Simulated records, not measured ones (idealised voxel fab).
Process module in this document: voxel capacitor over wiring
It is cross-section cut that appears here, measuring 300 nm in width, its square cells being 5 nm in size.
Throughout this document, each cross-section is represented as a grid of square cells and is presented as a sequence of bands enumerated from the top downward, where a band comprises one or more rows of cells. It is stipulated that each band's entry specify, in nanometres, the height of the top of the band and then that of its bottom, followed by the materials of the band in left-to-right sequence, each together with its width in nanometres. A single material marked by the word "everywhere" is understood to fill the band from edge to edge; the word "air" is understood to denote empty space. Height reference: 0 = level under which incoming wafer is all one material. Lowest band: no bottom, runs on downward, e.g. "0 down". A two-number width, for instance "30..40", indicates that the width is equal to the first number in the top row of the band and to the second number in the bottom row, and that it changes by a constant amount per row of cells. Step note "nothing altered" = no cross-section cell changed. "Closed empty spaces" specifies each empty space that is not open to the top and that occupies no fewer than 8 cells, using the form width x height at distance, the distance measured from the left edge and all three quantities in nm. Step line, after settings: the simulator's comment on this step. "overlay nm" answers the question of how far to the right of plan the mask lay on a step that has a mask, and when it is negative the answer is to the left.

## plan
| 1 | RECEIVE, material Si |
| 2 | CONFORMAL_DEP, material SiO2, thk nm 10 |
| 3 | CONFORMAL_DEP, material SiN, thk nm 5 |
| 4 | DIRECTIONAL_DEP, material SiO2, thk nm 20 |
| 5 | DIRECTIONAL_DEP, material aC, thk nm 10 |
| 6 | PATTERN, tone open, mask id METAL_1, material resist, width nm 20, pitch nm 75, thk nm 30, overlay nm 0 |
| 7 | DIRECTIONAL_ETCH, etch materials aC, depth nm 10 |
| 8 | STRIP, etch materials resist |
| 9 | DIRECTIONAL_ETCH, etch materials SiO2, depth nm 20 |
| 10 | DIRECTIONAL_ETCH, etch materials SiN, depth nm 5 |
| 11 | STRIP, etch materials aC |
| 12 | CONFORMAL_DEP, material TiN, thk nm 5 |
| 13 | FILL_DEP, material Cu, thk nm 10 |
| 14 | CMP, height nm 35 |
| 15 | CONFORMAL_DEP, material SiCN, thk nm 5 |
| 16 | DIRECTIONAL_DEP, material lowk, thk nm 10 |
| 17 | DIRECTIONAL_DEP, material aC, thk nm 10 |
| 18 | PATTERN, tone open, mask id PLUG_1, material resist, width nm 15, thk nm 30, overlay nm 0 |
| 19 | DIRECTIONAL_ETCH, etch materials aC, depth nm 10 |
| 20 | STRIP, etch materials resist |
| 21 | DIRECTIONAL_ETCH, etch materials lowk, depth nm 10 |
| 22 | DIRECTIONAL_ETCH, etch materials SiCN, depth nm 5 |
| 23 | STRIP, etch materials aC |
| 24 | CONFORMAL_DEP, material TiN, thk nm 5 |
| 25 | FILL_DEP, material W, thk nm 10 |
| 26 | CMP, height nm 50 |
| 27 | DIRECTIONAL_DEP, material TiN, thk nm 5 |
| 28 | DIRECTIONAL_DEP, material Al2O3, thk nm 5 |
| 29 | DIRECTIONAL_DEP, material TiN, thk nm 10 |
| 30 | MASKED_ETCH, tone cover, mask id UPPER_PLATE, width nm 60, etch materials TiN, depth nm 10, overlay nm 0 |
| 31 | MASKED_ETCH, tone cover, mask id UPPER_PLATE, width nm 60, etch materials Al2O3, depth nm 5, overlay nm 0 |
| 32 | MASKED_ETCH, tone cover, mask id LOWER_PLATE, width nm 70, etch materials TiN, depth nm 10, overlay nm 0 |
| 33 | FILL_DEP, material SiO2, thk nm 15 |
| 34 | CMP, height nm 85 |
| 35 | MASKED_ETCH, tone open, mask id PLUG_2, width nm 15, etch materials SiO2, depth nm 10, overlay nm 0 |
| 36 | CONFORMAL_DEP, material TiN, thk nm 5 |
| 37 | FILL_DEP, material Cu, thk nm 10 |
| 38 | CMP, height nm 85 |
| 39 | CONFORMAL_DEP, material SiN, thk nm 5 |
The thk nm used in step 27 is not the same on every wafer, whereas the starting condition is; the value printed in the plan is the first wafer's.

## The first of several wafers as received, shown in cross-section; this is its state after step 1
- 0 down  Si everywhere
- Closed empty spaces: none

## The rows of the table below are wafers. Looking at the end of the module, a row counts, for every material, the cells the wafer has gained, shown as (+), or lost, shown as (-), since it was received; its closed voids come next
thk nm 5 | +12 Al2O3 | +17 Cu | +57 SiCN | +112 SiN | +692 SiO2 | +74 TiN | +2 W | +114 lowk | Closed empty spaces: none
thk nm 10 | +12 Al2O3 | +17 Cu | +57 SiCN | +112 SiN | +678 SiO2 | +88 TiN | +2 W | +114 lowk | Closed empty spaces: none
thk nm 15 | +12 Al2O3 | +16 Cu | +57 SiCN | +112 SiN | +621 SiO2 | +146 TiN | +2 W | +114 lowk | Closed empty spaces: none
thk nm 20 | +12 Al2O3 | +16 Cu | +57 SiCN | +112 SiN | +564 SiO2 | +203 TiN | +2 W | +114 lowk | Closed empty spaces: none
thk nm 25 | +12 Al2O3 | +16 Cu | +57 SiCN | +112 SiN | +516 SiO2 | +251 TiN | +2 W | +114 lowk | Closed empty spaces: none
